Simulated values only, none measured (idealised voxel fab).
The following process module bears the name voxel transistor to metal.
The width of the displayed cross-section, cut, is 150 nm; its cells are square, with a size of 5 nm.
Cross-section, as written here: a square-cell grid given band by band from the top down, where a band holds one or more rows of cells.
Quick guide to a band line: top height, bottom height (nm) up front; then every material left to right with its width in nm. Only one material and it's marked "everywhere"? Then it fills the band edge to edge. And "blank" just means empty space.
Measure heights from 0. That's the level where, below it, the as-received wafer is all one material. The lowest band is bottomless and extends downward; write it as in "0 nm and below".
A two-number width, for instance "30 to 40", indicates that the width is equal to the first number in the top row of the band and to the second number in the bottom row, and that it changes by a constant amount per row of cells.
It should be understood that the words "stayed the same", when stated for a given step, signify that the cross-section underwent no change in any of its cells during that step.
Entry "Closed cavity list" = empty spaces >= 8 cells with no open way to the top; each as width x height at distance, distance from left edge, all nm.
It should be noted that, on the line of a given step, the content following the step's settings is a remark produced by the simulator itself with respect to that step.
overlay nm: mask right of planned place by this much (step with mask). Neg. = left.
### Set out below are the planned steps of the process
1 RECEIVE: material Si
2 OXIDIZE: depth nm 5
3 CONFORMAL_DEP: material SiN, thk nm 15
4 DIRECTIONAL_DEP: material aC, thk nm 15
5 PATTERN: tone cover, mask id ACTIVE, material resist, width nm 95, thk nm 30, overlay nm 0
6 DIRECTIONAL_ETCH: etch materials aC, depth nm 15
7 STRIP: etch materials resist
8 DIRECTIONAL_ETCH: etch materials SiN, depth nm 15
9 DIRECTIONAL_ETCH: etch materials SiO2, depth nm 5
10 DIRECTIONAL_ETCH: etch materials Si, depth nm 35
11 STRIP: etch materials aC
12 OXIDIZE: depth nm 5
13 FILL_DEP: material SiO2, thk nm 5
14 CMP: height nm 15
15 SELECTIVE_ETCH: etch materials SiO2, depth nm 5
16 STRIP: etch materials SiN
17 SELECTIVE_ETCH: etch materials SiO2, depth nm 5
18 OXIDIZE: depth nm 5
19 DIRECTIONAL_DEP: material polySi, thk nm 25
20 DIRECTIONAL_DEP: material SiCN, thk nm 15
21 DIRECTIONAL_DEP: material aC, thk nm 10
22 PATTERN: tone cover, mask id GATE, material resist, width nm 15, thk nm 30, overlay nm 0
23 DIRECTIONAL_ETCH: etch materials aC, depth nm 10
24 STRIP: etch materials resist
25 DIRECTIONAL_ETCH: etch materials SiCN, depth nm 25
26 DIRECTIONAL_ETCH: etch materials polySi, depth nm 35
27 STRIP: etch materials aC
28 CONFORMAL_DEP: material SiO2, thk nm 5
29 DIRECTIONAL_ETCH: etch materials SiO2, depth nm 5
30 CONFORMAL_DEP: material SiN, thk nm 10
31 DIRECTIONAL_ETCH: etch materials SiN, depth nm 10
32 DIRECTIONAL_ETCH: etch materials SiO2, depth nm 5
33 EPI: material SiGe, thk nm 5
34 FILL_DEP: material SiO2, thk nm 10
35 CMP: height nm 35
36 DIRECTIONAL_DEP: material SiO2, thk nm 15
37 MASKED_ETCH: tone open, mask id CONTACT, width nm 30, pitch nm 55, etch materials SiO2, depth nm 55, overlay nm 0
38 CONFORMAL_DEP: material TiN, thk nm 5
39 FILL_DEP: material W, thk nm 5
40 CMP: height nm 50
41 CONFORMAL_DEP: material SiN, thk nm 5
42 DIRECTIONAL_DEP: material lowk, thk nm 15
43 MASKED_ETCH: tone open, mask id METAL_1, width nm 15, pitch nm 70, etch materials lowk, depth nm 15, overlay nm 0
44 MASKED_ETCH: tone open, mask id METAL_1, width nm 15, pitch nm 70, etch materials SiN, depth nm 5, overlay nm 0
45 CONFORMAL_DEP: material TiN, thk nm 5
46 FILL_DEP: material Cu, thk nm 5
47 CMP: height nm 70
48 CONFORMAL_DEP: material SiCN, thk nm 5
### As received (post step 1): cross-section
- 0 nm and below | Si everywhere
- Closed cavity list: none
### The cross-section shown corresponds to the wafer at the conclusion of the module. The initial structure and the process plan are those presented above; however, one mistake occurred in executing the plan
- 75 nm to 70 nm | SiCN everywhere
- 70 nm to 55 nm | 30 nm lowk | 5 nm TiN | 5 nm Cu | 5 nm TiN | 55 nm lowk | 5 nm TiN | 5 nm Cu | 5 nm TiN | 35 nm lowk
- 55 nm to 50 nm | 30 nm SiN | 15 nm TiN | 55 nm SiN | 15 nm TiN | 35 nm SiN
- 50 nm to 40 nm | 30 nm SiO2 | 5 nm TiN | 20 nm W | 5 nm TiN | 25 nm SiO2 | 5 nm TiN | 20 nm W | 5 nm TiN | 35 nm SiO2
- 40 nm to 35 nm | 30 nm SiO2 | 30 nm TiN | 25 nm SiO2 | 30 nm TiN | 35 nm SiO2
- 35 nm to 30 nm | 65 nm SiCN | 5 nm SiO2 | 5 nm SiN | 5 nm SiO2 | 70 nm SiCN
- 30 nm to 20 nm | 20 nm polySi | 45 nm SiCN | 5 nm SiO2 | 5 nm SiN | 5 nm SiO2 | 45 nm SiCN | 25 nm polySi
- 20 nm to 5 nm | 65 nm polySi | 5 nm SiO2 | 5 nm SiN | 5 nm SiO2 | 70 nm polySi
- 5 nm to -5 nm | 20 nm SiO2 | 45 nm polySi | 5 nm SiO2 | 5 nm SiN | 5 nm SiO2 | 45 nm polySi | 25 nm SiO2
- -5 nm to -10 nm | SiO2 everywhere
- -10 nm to -45 nm | 30 nm SiO2 | 85 nm Si | 35 nm SiO2
- -45 nm and below | Si everywhere
- Closed cavity list: none
Finding, execution versus plan: step 22, actual vs plan mismatch, actual run PATTERN: tone open, mask id GATE, material resist, width nm 15, thk nm 30, overlay nm 0
